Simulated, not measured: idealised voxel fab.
The document below concerns the process module designated voxel gate over fins.
Xsec cut, 250 nm wide, square cell size 5 nm.
In this document a cross-section is written as a grid of square cells. It is given as a series of bands, listed from the top down, and a band is one or more rows of cells. Heads up on the band format: heights come first, top then bottom, in nm. After that it's the materials left to right, each with its width in nm. A single material flagged "all across" fills the whole band edge to edge, and "air" means there's empty space there. Convention: height 0 is the level below which the wafer, as received, is all one material. The lowest band does not terminate at the bottom but continues downward, represented as "0 -> down". The notation "30..40" denotes a width that varies across the rows of cells in the band, beginning at the first number in the top row, finishing at the second number in the bottom row, and changing by an identical amount from each row to the next. What does "no alteration" mean for a step? It means no cell of the cross-section changed in that step. What "Fully enclosed voids" gives you is every empty space of 8 cells or more that is cut off from the top. Each appears as width x height at distance, with the distance taken from the left edge and width, height and distance all in nm. Read whatever lies past the settings on a step's line as the simulator's own remark about the step. Each step line may optionally specify "overlay nm", which for a step with a mask gives the rightward distance between the mask's planned place and where it lay, a negative value indicating the leftward direction.

[Here's what the planned process steps look like]
- 1: RECEIVE | material Si
- 2: CONFORMAL_DEP | material SiN | thk nm 5
- 3: MASKED_ETCH | tone cover | mask id FINS | width nm 15 | pitch nm 60 | etch materials SiN | depth nm 5 | overlay nm 0
- 4: MASKED_ETCH | tone cover | mask id FINS | width nm 15 | pitch nm 60 | etch materials Si | depth nm 40 | overlay nm 0
- 5: OXIDIZE | depth nm 5
- 6: FILL_DEP | material SiO2 | thk nm 10
- 7: CMP | height nm 5
- 8: DIRECTIONAL_DEP | material aC | thk nm 10
- 9: PATTERN | tone open | mask id RAIL | material resist | width nm 15 | thk nm 30 | overlay nm 0
- 10: DIRECTIONAL_ETCH | etch materials aC | depth nm 10
- 11: STRIP | etch materials resist
- 12: DIRECTIONAL_ETCH | etch materials SiO2 | depth nm 40
- 13: STRIP | etch materials aC
- 14: CONFORMAL_DEP | material TiN | thk nm 5
- 15: FILL_DEP | material W | thk nm 10
- 16: CMP | height nm 5
- 17: SELECTIVE_ETCH | etch materials W Ru TiN | depth nm 25
- 18: FILL_DEP | material SiO2 | thk nm 5
- 19: CMP | height nm 5
- 20: SELECTIVE_ETCH | etch materials SiO2 | depth nm 15
- 21: STRIP | etch materials SiN
- 22: CONFORMAL_DEP | material HfO2 | thk nm 5
- 23: CONFORMAL_DEP | material TiN | thk nm 5
- 24: CONFORMAL_DEP | material TiAl | thk nm 5
- 25: CONFORMAL_DEP | material TiN | thk nm 5
- 26: FILL_DEP | material W | thk nm 10
- 27: CMP | height nm 25
- 28: CONFORMAL_DEP | material SiN | thk nm 10

[Cross-section of the wafer at receipt, which is the condition after step 1]
* 0 -> down | Si all across
* Fully enclosed voids: none

[End state of the module in cross-section, given the above starting point and plan and one mistake in execution]
* 35 -> 25 | SiN all across
* 25 -> 20 | W all across
* 20 -> 15 | 40 W | 45 TiN | 15 W | 45 TiN | 15 W | 45 TiN | 45 W
* 15 -> 10 | 40 W | 5 TiN | 35 TiAl | 5 TiN | 15 W | 5 TiN | 35 TiAl | 5 TiN | 15 W | 5 TiN | 35 TiAl | 5 TiN | 45 W
* 10 -> 5 | 45 TiN | 5 TiAl | 25 TiN | 5 TiAl | 25 TiN | 5 TiAl | 25 TiN | 5 TiAl | 25 TiN | 5 TiAl | 25 TiN | 5 TiAl | 50 TiN
* 5 -> 0 | 50 TiAl | 5 TiN | 15 HfO2 | 5 TiN | 35 TiAl | 5 TiN | 15 HfO2 | 5 TiN | 35 TiAl | 5 TiN | 15 HfO2 | 5 TiN | 55 TiAl
* 0 -> -5 | 55 TiN | 5 HfO2 | 5 Si | 5 HfO2 | 45 TiN | 5 HfO2 | 5 Si | 5 HfO2 | 45 TiN | 5 HfO2 | 5 Si | 5 HfO2 | 60 TiN
* -5 -> -10 | 60 HfO2 | 5 Si | 55 HfO2 | 5 Si | 55 HfO2 | 5 Si | 65 HfO2
* -10 -> -20 | 60 SiO2 | 5 Si | 55 SiO2 | 5 Si | 55 SiO2 | 5 Si | 65 SiO2
* -20 -> -30 | 50 W | 5 TiN | 5 SiO2 | 5 Si | 5 SiO2 | 5 TiN | 5 W | 5 TiN | 15 SiO2 | 5 TiN | 5 W | 5 TiN | 5 SiO2 | 5 Si | 5 SiO2 | 5 TiN | 35 W | 5 TiN | 5 SiO2 | 5 Si | 5 SiO2 | 5 TiN | 55 W
* -30 -> -35 | 55 TiN | 5 SiO2 | 5 Si | 5 SiO2 | 15 TiN | 15 SiO2 | 15 TiN | 5 SiO2 | 5 Si | 5 SiO2 | 45 TiN | 5 SiO2 | 5 Si | 5 SiO2 | 60 TiN
* -35 -> -45 | 60 SiO2 | 5 Si | 55 SiO2 | 5 Si | 55 SiO2 | 5 Si | 65 SiO2
* -45 -> down | Si all across
* Fully enclosed voids: none
So what did we get wrong on this run? contrary to plan, step 9 was performed as PATTERN | tone cover | mask id RAIL | material resist | width nm 15 | thk nm 30 | overlay nm 0
